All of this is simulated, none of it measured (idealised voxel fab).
Process module in this document: voxel self aligned contacts
Section cut is 170 nm wide and gridded with 5 nm square cells.
Cross-section format: a grid of square cells, given as bands from top to bottom; each band is one or more rows of cells. Look at the band entry: it leads with the top's height and the bottom's height in nm. Then it lists the materials left to right, with a width in nm for each. The word "edge to edge" on a single material says that material fills the band edge to edge. The word "air" is empty space. Heads up on the height convention: 0 is the point under which the incoming wafer is all one material, and the lowest band has no bottom, it just keeps going down, like "from 0 down". With a width like "30->40", each row of cells in the band differs from the next by the same amount, the top row carrying the first number and the bottom row the second. Reading "no change" for a step: not a cell of the cross-section changed in it. The entry "Completely enclosed voids" lists the empty spaces that cover at least 8 cells and have no open path to the top. Each is written as width x height at distance, where the distance is measured from the left edge and all three values are in nm. after a step's settings: what the simulator itself notes on the step. overlay nm: where the mask lay relative to plan, measured to the right, on steps with a mask; negatives go left.
Here's what the planned process steps look like
1,RECEIVE, material Si
2,CONFORMAL_DEP, material SiO2, thk nm 5
3,DIRECTIONAL_DEP, material polySi, thk nm 30
4,DIRECTIONAL_DEP, material SiN, thk nm 20
5,MASKED_ETCH, tone cover, mask id GATE, width nm 35, pitch nm 70, etch materials SiN, depth nm 20, overlay nm 0
6,MASKED_ETCH, tone cover, mask id GATE, width nm 35, pitch nm 70, etch materials polySi, depth nm 30, overlay nm 0
7,CONFORMAL_DEP, material SiN, thk nm 5
8,DIRECTIONAL_ETCH, etch materials SiN, depth nm 5
9,FILL_DEP, material SiO2, thk nm 20
10,CMP, height nm 65
11,MASKED_ETCH, tone open, mask id CONTACT, width nm 45, etch materials SiO2, depth nm 65, overlay nm 0
12,CONFORMAL_DEP, material TiN, thk nm 5
13,FILL_DEP, material Ru, thk nm 10
14,CMP, height nm 65
15,CONFORMAL_DEP, material SiCN, thk nm 5
So this is the incoming wafer in cross-section - it's already been through step 1
> from 0 down = Si edge to edge
> Completely enclosed voids: none
Looking at the first of two wafers in cross-section at end of module - ran to plan
> from 70 to 65 = SiCN edge to edge
> from 65 to 55 = 60 nm SiO2  5->15 nm TiN  35->15 nm Ru  5->15 nm TiN  65 nm SiO2
> from 55 to 35 = 25 nm SiO2  45 nm SiN  5 nm TiN  15 nm Ru  5 nm TiN  45 nm SiN  30 nm SiO2
> from 35 to 5 = 25 nm SiO2  5 nm SiN  35 nm polySi  5 nm SiN  5 nm TiN  15 nm Ru  5 nm TiN  5 nm SiN  35 nm polySi  5 nm SiN  30 nm SiO2
> from 5 to 0 = 70 nm SiO2  25 nm TiN  75 nm SiO2
> from 0 down = Si edge to edge
> Completely enclosed voids: none
The second wafer, shown in cross-section after the module: started the same way as the first and given the same plan, yet one mistake crept into how it was run
> from 70 to 65 = SiCN edge to edge
> from 65 to 55 = 55->20 nm Ru  5->40 nm TiN  45 nm SiO2  5->40 nm TiN  60->25 nm Ru
> from 55 to 35 = 20 nm Ru  5 nm TiN  45 nm SiN  25 nm SiO2  45 nm SiN  5 nm TiN  25 nm Ru
> from 35 to 5 = 20 nm Ru  5 nm TiN  5 nm SiN  35 nm polySi  5 nm SiN  25 nm SiO2  5 nm SiN  35 nm polySi  5 nm SiN  5 nm TiN  25 nm Ru
> from 5 to 0 = 25 nm TiN  115 nm SiO2  30 nm TiN
> from 0 down = Si edge to edge
> Completely enclosed voids: none
Diagnosis: step 11 did not happen as planned, as run it was MASKED_ETCH, tone cover, mask id CONTACT, width nm 45, etch materials SiO2, depth nm 65, overlay nm 0
In the final state, the cell counts of the second wafer exceed or fall short of those of the first for the following materials: Ru +82, SiO2 -98, TiN +16
